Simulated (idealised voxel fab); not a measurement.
process module | voxel transistor to metal
cross-section cut | 265 nm wide | cells 5 nm
A cross-section is a grid of square cells, given in bands from the top down. A band is one or more rows of cells.
Each band's line starts with the height of the band's top and of its bottom, in nm. Then come its materials from left to right, each with its width in nm. One material with "throughout" fills the band from edge to edge. "air" is empty space.
Height 0 is the level under which the wafer as received is all one material. The lowest band goes on downwards, as in "0 down".
A width such as "30 to 40" changes by the same amount from each row of cells to the next, from the band's top row to its bottom row.
"no change" after a step means that no cell of the cross-section changed.
closed voids: empty space of 8 cells or more with no open way to the top, each as width x height at its distance from the left edge, in nm
after a step's settings: what the simulator itself notes on the step
overlay nm, on a step with a mask: how far to the right of its planned place the mask lay; to the left if negative
plan
1 op RECEIVE | material Si
2 op CONFORMAL_DEP | material SiO2 | thk nm 5
3 op CONFORMAL_DEP | material SiN | thk nm 10
4 op PATTERN | tone cover | mask id ACTIVE | material resist | width nm 100 | pitch nm 125 | thk nm 20 | overlay nm 0
5 op DIRECTIONAL_ETCH | etch materials SiN | depth nm 10
6 op DIRECTIONAL_ETCH | etch materials SiO2 | depth nm 5
7 op DIRECTIONAL_ETCH | etch materials Si | depth nm 25
8 op STRIP | etch materials resist
9 op OXIDIZE | depth nm 5
10 op FILL_DEP | material SiO2 | thk nm 5
11 op CMP | height nm 15
12 op SELECTIVE_ETCH | etch materials SiO2 | depth nm 10
13 op STRIP | etch materials SiN
14 op SELECTIVE_ETCH | etch materials SiO2 | depth nm 5
15 op OXIDIZE | depth nm 5
16 op DIRECTIONAL_DEP | material polySi | thk nm 30
17 op DIRECTIONAL_DEP | material SiCN | thk nm 15
18 op DIRECTIONAL_DEP | material aC | thk nm 15
19 op PATTERN | tone cover | mask id GATE | material resist | width nm 20 | pitch nm 125 | thk nm 30 | overlay nm 0
20 op DIRECTIONAL_ETCH | etch materials aC | depth nm 15
21 op STRIP | etch materials resist
22 op DIRECTIONAL_ETCH | etch materials SiCN | depth nm 25
23 op DIRECTIONAL_ETCH | etch materials polySi | depth nm 40
24 op STRIP | etch materials aC
25 op CONFORMAL_DEP | material SiN | thk nm 10
26 op DIRECTIONAL_ETCH | etch materials SiN | depth nm 10
27 op DIRECTIONAL_ETCH | etch materials SiO2 | depth nm 5
28 op DIRECTIONAL_ETCH | etch materials Si | depth nm 10
29 op EPI | material SiGe | thk nm 15
30 op FILL_DEP | material SiO2 | thk nm 5
31 op CMP | height nm 45
32 op DIRECTIONAL_DEP | material SiO2 | thk nm 15
33 op DIRECTIONAL_DEP | material aC | thk nm 15
34 op PATTERN | tone open | mask id CONTACT | material resist | width nm 20 | thk nm 35 | overlay nm 0
35 op DIRECTIONAL_ETCH | etch materials aC | depth nm 15
36 op STRIP | etch materials resist
37 op DIRECTIONAL_ETCH | etch materials SiO2 | depth nm 60
38 op STRIP | etch materials aC
39 op CONFORMAL_DEP | material TiN | thk nm 5
40 op FILL_DEP | material Ru | thk nm 10
41 op CMP | height nm 60
42 op CONFORMAL_DEP | material SiN | thk nm 5
43 op DIRECTIONAL_DEP | material lowk | thk nm 20
44 op PATTERN | tone open | mask id METAL_1 | material resist | width nm 20 | thk nm 20 | overlay nm 0
45 op DIRECTIONAL_ETCH | etch materials lowk | depth nm 20
46 op DIRECTIONAL_ETCH | etch materials SiN | depth nm 5
47 op STRIP | etch materials resist
48 op CONFORMAL_DEP | material TiN | thk nm 5
49 op FILL_DEP | material Ru | thk nm 5
50 op CMP | height nm 85
51 op CONFORMAL_DEP | material SiCN | thk nm 5
52 op DIRECTIONAL_DEP | material lowk | thk nm 25
53 op DIRECTIONAL_DEP | material aC | thk nm 15
54 op PATTERN | tone open | mask id METAL_2_HOLES | material resist | width nm 15 | pitch nm 125 | thk nm 35 | overlay nm 0
55 op DIRECTIONAL_ETCH | etch materials aC | depth nm 15
56 op STRIP | etch materials resist
57 op DIRECTIONAL_ETCH | etch materials lowk | depth nm 25
58 op STRIP | etch materials aC
59 op PATTERN | tone open | mask id METAL_2 | material resist | width nm 20 | pitch nm 125 | thk nm 20 | overlay nm 0
60 op DIRECTIONAL_ETCH | etch materials lowk | depth nm 15
61 op DIRECTIONAL_ETCH | etch materials SiCN | depth nm 5
62 op STRIP | etch materials resist
63 op CONFORMAL_DEP | material TiN | thk nm 5
64 op FILL_DEP | material Ru | thk nm 10
65 op CMP | height nm 115
66 op CONFORMAL_DEP | material SiN | thk nm 5
as received, after step 1
  0 down: Si throughout
  closed voids: none
a wafer at the end: this start, this plan, one mistake
  120 to 115: SiN throughout
  115 to 105: lowk 25 | TiN 5 | Ru 10 | TiN 5 | lowk 105 | TiN 5 | Ru 10 | TiN 5 | lowk 95
  105 to 100: lowk 25 | TiN 5 | Ru 5 | TiN 10 | lowk 105 | TiN 5 | Ru 5 | TiN 10 | lowk 95
  100 to 90: lowk 25 | TiN 5 | Ru 5 | TiN 5 | lowk 110 | TiN 5 | Ru 5 | TiN 5 | lowk 100
  90 to 85: SiCN 25 | TiN 15 | SiCN 110 | TiN 15 | SiCN 100
  85 to 65: lowk 25 | TiN 5 | Ru 10 | TiN 5 | lowk 50 | TiN 5 | Ru 10 | TiN 5 | lowk 35 | TiN 5 | Ru 10 | TiN 5 | lowk 50 | TiN 5 | Ru 10 | TiN 5 | lowk 25
  65 to 60: SiN 25 | TiN 20 | SiN 50 | TiN 20 | SiN 35 | TiN 20 | SiN 50 | TiN 20 | SiN 25
  60 to 45: SiO2 25 | TiN 5 | Ru 10 | TiN 5 | SiO2 50 | TiN 5 | Ru 10 | TiN 5 | SiO2 35 | TiN 5 | Ru 10 | TiN 5 | SiO2 50 | TiN 5 | Ru 10 | TiN 5 | SiO2 25
  45 to 40: SiO2 25 | TiN 5 | Ru 10 | TiN 5 | SiO2 5 | SiN 10 | SiCN 20 | SiN 10 | SiO2 5 | TiN 5 | Ru 10 | TiN 5 | SiO2 35 | TiN 5 | Ru 10 | TiN 5 | SiO2 5 | SiN 10 | SiCN 20 | SiN 10 | SiO2 5 | TiN 5 | Ru 10 | TiN 5 | SiO2 25
  40 to 35: SiO2 25 | TiN 20 | SiO2 5 | SiN 10 | SiCN 20 | SiN 10 | SiO2 5 | TiN 20 | SiO2 35 | TiN 20 | SiO2 5 | SiN 10 | SiCN 20 | SiN 10 | SiO2 5 | TiN 20 | SiO2 25
  35 to 30: SiCN throughout
  30 to 0: polySi throughout
  0 to -5: SiO2 throughout
  -5 to -30: SiO2 25 | Si 90 | SiO2 35 | Si 90 | SiO2 25
  -30 down: Si throughout
  closed voids: none
what went wrong: step 17 was run twice
